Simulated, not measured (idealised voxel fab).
process module | voxel trench capacitor
cross-section cut | 295 nm wide | cells 5 nm
A cross-section is a grid of square cells, given in bands from the top down. A band is one or more rows of cells.
Each band's line starts with the height of the band's top and of its bottom, in nm. Then come its materials from left to right, each with its width in nm. One material with "throughout" fills the band from edge to edge. "air" is empty space.
Height 0 is the level under which the wafer as received is all one material. The lowest band goes on downwards, as in "0 down".
A width such as "30 to 40" changes by the same amount from each row of cells to the next, from the band's top row to its bottom row.
"no change" after a step means that no cell of the cross-section changed.
closed voids: empty space of 8 cells or more with no open way to the top, each as width x height at its distance from the left edge, in nm
after a step's settings: what the simulator itself notes on the step
overlay nm, on a step with a mask: how far to the right of its planned place the mask lay; to the left if negative
plan
1 op RECEIVE | material Si
2 op CONFORMAL_DEP | material SiN | thk nm 5
3 op MASKED_ETCH | tone open | mask id TRENCH | width nm 20 | pitch nm 50 | etch materials SiN | depth nm 5 | overlay nm 0
4 op MASKED_ETCH | tone open | mask id TRENCH | width nm 20 | pitch nm 50 | etch materials Si | depth nm 30 | overlay nm 0
5 op CONFORMAL_DEP | material SiO2 | thk nm 5
6 op FILL_DEP | material polySi | thk nm 10
7 op CMP | height nm 5
varied across the wafers: thk nm of step 2. The plan shows the first wafer's value. All wafers start alike
first wafer as received, after step 1
  0 down: Si throughout
  closed voids: none
first wafer at the end, after step 7
  5 to 0: SiN 85 | SiO2 5 | polySi 10 | SiO2 5 | SiN 30 | SiO2 5 | polySi 10 | SiO2 5 | SiN 30 | SiO2 5 | polySi 10 | SiO2 5 | SiN 90
  0 to -25: Si 85 | SiO2 5 | polySi 10 | SiO2 5 | Si 30 | SiO2 5 | polySi 10 | SiO2 5 | Si 30 | SiO2 5 | polySi 10 | SiO2 5 | Si 90
  -25 to -30: Si 85 | SiO2 20 | Si 30 | SiO2 20 | Si 30 | SiO2 20 | Si 90
  -30 down: Si throughout
  closed voids: none
last wafer at the end
  5 to 0: SiN throughout
  0 down: Si throughout
  closed voids: none
each wafer at the end: cells of each material gained (+) or lost (-) since it was received, then its closed voids
thk nm 5 | -72 Si | +47 SiN | +48 SiO2 | +36 polySi | closed voids: none
thk nm 10 | +59 SiN | closed voids: none
thk nm 15 | +59 SiN | closed voids: none
thk nm 20 | +59 SiN | closed voids: none
